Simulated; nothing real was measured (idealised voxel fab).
Documented hereafter: the process module known as voxel capacitor over wiring.
300 nm wide, 5 nm square cells: that's cross-section cut.
In this document a cross-section is written as a grid of square cells. It is given as a series of bands, listed from the top down, and a band is one or more rows of cells.
Read a band's entry like this: the first values are the height of its top and the height of its bottom in nm, and what follows is the sequence of materials from left to right, each with its width in nm. Note that "blank" is empty space, and that a single material marked "all across" reaches across the band from edge to edge.
Height 0 is the level under which the wafer as received is all one material. The lowest band goes on downwards, as in "0 -> down".
The two numbers in a width such as "30->40" mark its ends across the band: the first belongs to the top row of cells, the second to the bottom row, and from each row to the next the width moves by the same amount.
The cross-section has no changed cell in any step marked "remained unchanged".
Empty spaces counting at least 8 cells and having no open way to the top are listed in "Sealed void inventory". The notation width x height at distance is used for each, the distance being from the left edge and all three values in nm.
Past the settings on a step's line: simulator remark, on that step.
overlay nm: where the mask lay relative to plan, measured to the right, on steps with a mask; negatives go left.

-- The following list gives the planned process steps
1 RECEIVE, material Si
2 CONFORMAL_DEP, material SiO2, thk nm 10
3 DIRECTIONAL_DEP, material TiN, thk nm 5
4 DIRECTIONAL_DEP, material W, thk nm 20
5 DIRECTIONAL_DEP, material aC, thk nm 10
6 PATTERN, tone cover, mask id METAL_1, material resist, width nm 20, pitch nm 85, thk nm 30, overlay nm 0
7 DIRECTIONAL_ETCH, etch materials aC, depth nm 10
8 STRIP, etch materials resist
9 DIRECTIONAL_ETCH, etch materials W, depth nm 20
10 DIRECTIONAL_ETCH, etch materials TiN, depth nm 5
11 STRIP, etch materials aC
12 CONFORMAL_DEP, material SiN, thk nm 5
13 FILL_DEP, material lowk, thk nm 10
14 CMP, height nm 35
15 CONFORMAL_DEP, material SiCN, thk nm 5
16 DIRECTIONAL_DEP, material SiO2, thk nm 20
17 MASKED_ETCH, tone open, mask id PLUG_1, width nm 15, etch materials SiO2, depth nm 20, overlay nm 0
18 MASKED_ETCH, tone open, mask id PLUG_1, width nm 15, etch materials SiCN, depth nm 5, overlay nm 0
19 CONFORMAL_DEP, material TiN, thk nm 5
20 FILL_DEP, material Cu, thk nm 5
21 CMP, height nm 60
22 DIRECTIONAL_DEP, material TiN, thk nm 5
23 DIRECTIONAL_DEP, material Al2O3, thk nm 5
24 DIRECTIONAL_DEP, material TiN, thk nm 10
25 DIRECTIONAL_DEP, material aC, thk nm 15
26 PATTERN, tone cover, mask id UPPER_PLATE, material resist, width nm 70, thk nm 35, overlay nm 0
27 DIRECTIONAL_ETCH, etch materials aC, depth nm 15
28 STRIP, etch materials resist
29 DIRECTIONAL_ETCH, etch materials TiN, depth nm 10
30 DIRECTIONAL_ETCH, etch materials Al2O3, depth nm 5
31 STRIP, etch materials aC
32 DIRECTIONAL_DEP, material aC, thk nm 10
33 PATTERN, tone cover, mask id LOWER_PLATE, material resist, width nm 80, thk nm 30, overlay nm 0
34 DIRECTIONAL_ETCH, etch materials aC, depth nm 10
35 STRIP, etch materials resist
36 DIRECTIONAL_ETCH, etch materials TiN, depth nm 5
37 STRIP, etch materials aC
38 FILL_DEP, material SiO2, thk nm 15
39 CMP, height nm 90
40 PATTERN, tone open, mask id PLUG_2, material resist, width nm 15, thk nm 20, overlay nm 0
41 DIRECTIONAL_ETCH, etch materials SiO2, depth nm 10
42 STRIP, etch materials resist
43 CONFORMAL_DEP, material TiN, thk nm 5
44 FILL_DEP, material Ru, thk nm 5
45 CMP, height nm 90
46 CONFORMAL_DEP, material SiN, thk nm 5

-- Cross-section of the wafer upon arrival, representing the state reached after step 1
    0 -> down | Si all across
    Sealed void inventory: none

-- The cross-section shown corresponds to the wafer at the conclusion of the module. The initial structure and the process plan are those presented above; however, one mistake occurred in executing the plan
    95 -> 90 | SiN all across
    90 -> 85 | 105 nm SiO2 | 5 nm TiN | 15 nm Ru | 5 nm TiN | 170 nm SiO2
    85 -> 80 | 105 nm SiO2 | 25 nm TiN | 170 nm SiO2
    80 -> 70 | 100 nm SiO2 | 70 nm TiN | 130 nm SiO2
    70 -> 65 | 100 nm SiO2 | 70 nm Al2O3 | 130 nm SiO2
    65 -> 60 | 95 nm SiO2 | 80 nm TiN | 125 nm SiO2
    60 -> 40 | 100 nm SiO2 | 5 nm TiN | 5 nm Cu | 5 nm TiN | 185 nm SiO2
    40 -> 35 | 100 nm SiCN | 15 nm TiN | 185 nm SiCN
    35 -> 15 | 90 nm lowk | 5 nm SiN | 20 nm W | 5 nm SiN | 55 nm lowk | 5 nm SiN | 20 nm W | 5 nm SiN | 95 nm lowk
    15 -> 10 | 95 nm SiN | 20 nm TiN | 65 nm SiN | 20 nm TiN | 100 nm SiN
    10 -> 0 | SiO2 all across
    0 -> down | Si all across
    Sealed void inventory: none
Deviation noted in wafer processing: step 40 did not use the planned setting and instead ran as PATTERN, tone open, mask id PLUG_2, material resist, width nm 25, thk nm 20, overlay nm 0
